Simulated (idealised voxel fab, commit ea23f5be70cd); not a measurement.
Proc. module: voxel lift off
For reference, the cross-section in this document is cut, with width 260 nm and square cells of 5 nm.
A cross-section is a grid of square cells, given in bands from the top down. A band is one or more rows of cells. Top height, bottom height, nm. Materials left to right, width each, nm. Single material + "throughout" = fills band edge to edge. "empty" = empty. The level at which height equals 0 is the one under which the wafer, as it arrives, is entirely one material. No lower edge exists for the bottom band, which continues downward and is notated as in "0 -> down". With a width like "30 to 40", each row of cells in the band differs from the next by the same amount, the top row carrying the first number and the bottom row the second. Step note "everything unchanged" = no cross-section cell changed. Listed in "Fully sealed voids": every empty space of 8 or more cells without an open way to the top. Form: width x height at distance, the distance being from the left edge, all in nm. Heads up: the bit after the settings on a step's line is the simulator's remark on that step. Among the settings permitted on a step's line is "overlay nm"; applied to a step with a mask, it specifies the extent to which the mask lay to the right of its planned position, whereas a negative figure signifies a position to the left.
### Set out below are the planned steps of the process
1,RECEIVE | material Si
2,CONFORMAL_DEP | material SiO2 | thk nm 15
3,PATTERN | tone open | mask id LINES | material resist | width nm 15 | pitch nm 45 | thk nm 30 | overlay nm 0
4,DIRECTIONAL_DEP | material Ru | thk nm 15
5,STRIP | etch materials resist
6,CONFORMAL_DEP | material SiN | thk nm 5
### The first wafer of two, processed as planned
### As received (post step 1): cross-section
    0 -> down = Si throughout
    Fully sealed voids: none
### The wafer, seen in cross-section, after step 2
    15 -> 0 = SiO2 throughout
    Nothing below the height 0 has changed.
### The wafer, seen in cross-section, after step 3
    45 -> 15 = resist 100 nm / empty 15 nm / resist 30 nm / empty 15 nm / resist 100 nm
    Nothing below the height 15 has changed.
### The wafer, seen in cross-section, after step 4
    60 -> 45 = Ru 100 nm / empty 15 nm / Ru 30 nm / empty 15 nm / Ru 100 nm
    45 -> 30 = resist 100 nm / empty 15 nm / resist 30 nm / empty 15 nm / resist 100 nm
    30 -> 15 = resist 100 nm / Ru 15 nm / resist 30 nm / Ru 15 nm / resist 100 nm
    Nothing below the height 15 has changed.
### The wafer, seen in cross-section, after step 5
    30 -> 15 = empty 100 nm / Ru 15 nm / empty 30 nm / Ru 15 nm / empty 100 nm
    Nothing below the height 15 has changed.
### The wafer, seen in cross-section, after step 6
    35 -> 30 = empty 95 nm / SiN 25 nm / empty 20 nm / SiN 25 nm / empty 95 nm
    30 -> 20 = empty 95 nm / SiN 5 nm / Ru 15 nm / SiN 5 nm / empty 20 nm / SiN 5 nm / Ru 15 nm / SiN 5 nm / empty 95 nm
    20 -> 15 = SiN 100 nm / Ru 15 nm / SiN 30 nm / Ru 15 nm / SiN 100 nm
    Nothing below the height 15 has changed.
### For the second wafer, take the first wafer's start and plan, then add one mistake made in running it; everything through step 2, that step included, is shared with the first
### Cross-section, second wafer, at the end time the plan gives for step 3
    45 -> 15 = resist 90 nm / empty 15 nm / resist 30 nm / empty 15 nm / resist 110 nm
    Nothing below the height 15 has changed.
### Cross-section, second wafer, at the end time the plan gives for step 4
    60 -> 45 = Ru 90 nm / empty 15 nm / Ru 30 nm / empty 15 nm / Ru 110 nm
    45 -> 30 = resist 90 nm / empty 15 nm / resist 30 nm / empty 15 nm / resist 110 nm
    30 -> 15 = resist 90 nm / Ru 15 nm / resist 30 nm / Ru 15 nm / resist 110 nm
    Nothing below the height 15 has changed.
### Cross-section, second wafer, at the end time the plan gives for step 5
    30 -> 15 = empty 90 nm / Ru 15 nm / empty 30 nm / Ru 15 nm / empty 110 nm
    Nothing below the height 15 has changed.
### Cross-section, second wafer, at the end time the plan gives for step 6
    35 -> 30 = empty 85 nm / SiN 25 nm / empty 20 nm / SiN 25 nm / empty 105 nm
    30 -> 20 = empty 85 nm / SiN 5 nm / Ru 15 nm / SiN 5 nm / empty 20 nm / SiN 5 nm / Ru 15 nm / SiN 5 nm / empty 105 nm
    20 -> 15 = SiN 90 nm / Ru 15 nm / SiN 30 nm / Ru 15 nm / SiN 110 nm
    Nothing below the height 15 has changed.
The mistake made against the process plan was this: step 3 was processed under conditions differing from the plan, specifically as PATTERN | tone open | mask id LINES | material resist | width nm 15 | pitch nm 45 | thk nm 30 | overlay nm -10
At the end, each material covers as many cells on the second wafer as it does on the first, though the cells it covers are elsewhere.
